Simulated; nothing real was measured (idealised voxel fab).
Module name: voxel self aligned contacts (process module)
The width of the displayed cross-section, cut, is 270 nm; its cells are square, with a size of 5 nm.
When this document writes out a cross-section, it uses a grid of square cells and lists it as bands, beginning at the top and moving down, with a band standing for one or more rows of cells.
A band entry consists of two parts. The first gives the height of the band's top and the height of its bottom, in nm. The rest lists the band's materials from left to right, each with its width in nm. A single material labelled with the word "throughout" fills the band from edge to edge, and the word "blank" marks empty space.
Ref level 0: as-received wafer is one material below here. Bottom band extends down with no lower bound ("0 -> down").
When a width is written as two numbers, as in "30 to 40", the first number is the width in the top row of cells of the band and the second is the width in its bottom row, and the width changes by the same amount from each row to the next.
"same as before", as given for a step, is the statement that not any cell of the cross-section underwent a change during that step.
Enclosed voids (no open way to top), threshold 8 cells or more, entry "Enclosed internal voids", notation width x height at distance, distance from left edge, nm.
Past the settings on a step's line: simulator remark, on that step.
"overlay nm" on a masked step: distance the mask lay right of its planned place, negative for left.

Planned step list for the process
1,RECEIVE [material Si]
2,CONFORMAL_DEP [material SiO2] [thk nm 5]
3,DIRECTIONAL_DEP [material polySi] [thk nm 25]
4,DIRECTIONAL_DEP [material SiN] [thk nm 20]
5,MASKED_ETCH [tone cover] [mask id GATE] [width nm 25] [pitch nm 65] [etch materials SiN] [depth nm 20] [overlay nm 0]
6,MASKED_ETCH [tone cover] [mask id GATE] [width nm 25] [pitch nm 65] [etch materials polySi] [depth nm 25] [overlay nm 0]
7,CONFORMAL_DEP [material SiN] [thk nm 10]
8,DIRECTIONAL_ETCH [etch materials SiN] [depth nm 10]
9,FILL_DEP [material SiO2] [thk nm 15]
10,CMP [height nm 55]
11,PATTERN [tone open] [mask id CONTACT] [material resist] [width nm 50] [pitch nm 65] [thk nm 15] [overlay nm 0]
12,DIRECTIONAL_ETCH [etch materials SiO2] [depth nm 55]
13,STRIP [etch materials resist]
14,CONFORMAL_DEP [material TiN] [thk nm 5]
15,FILL_DEP [material W] [thk nm 5]
16,CMP [height nm 55]
17,CONFORMAL_DEP [material SiN] [thk nm 5]

Wafer as received: cross-section following step 1
* 0 -> down  Si throughout
* Enclosed internal voids: none

Post-module cross-section: identical start and plan to those above, one misstep in execution
* 60 -> 55  SiN throughout
* 55 -> 50  75 of SiO2 | 20 of TiN | 10 of W | 20 of TiN | 15 of SiO2 | 20 of TiN | 10 of W | 20 of TiN | 80 of SiO2
* 50 -> 30  45 of SiO2 | 45 of SiN | 5 of TiN | 10 of W | 5 of TiN | 45 of SiN | 5 of TiN | 10 of W | 5 of TiN | 45 of SiN | 50 of SiO2
* 30 -> 25  90 of SiO2 | 20 of TiN | 45 of SiO2 | 20 of TiN | 95 of SiO2
* 25 -> 0  polySi throughout
* 0 -> down  Si throughout
* Enclosed internal voids: none
what went wrong: it was found that steps 2 and 3 of the process plan had been performed in exchanged positions
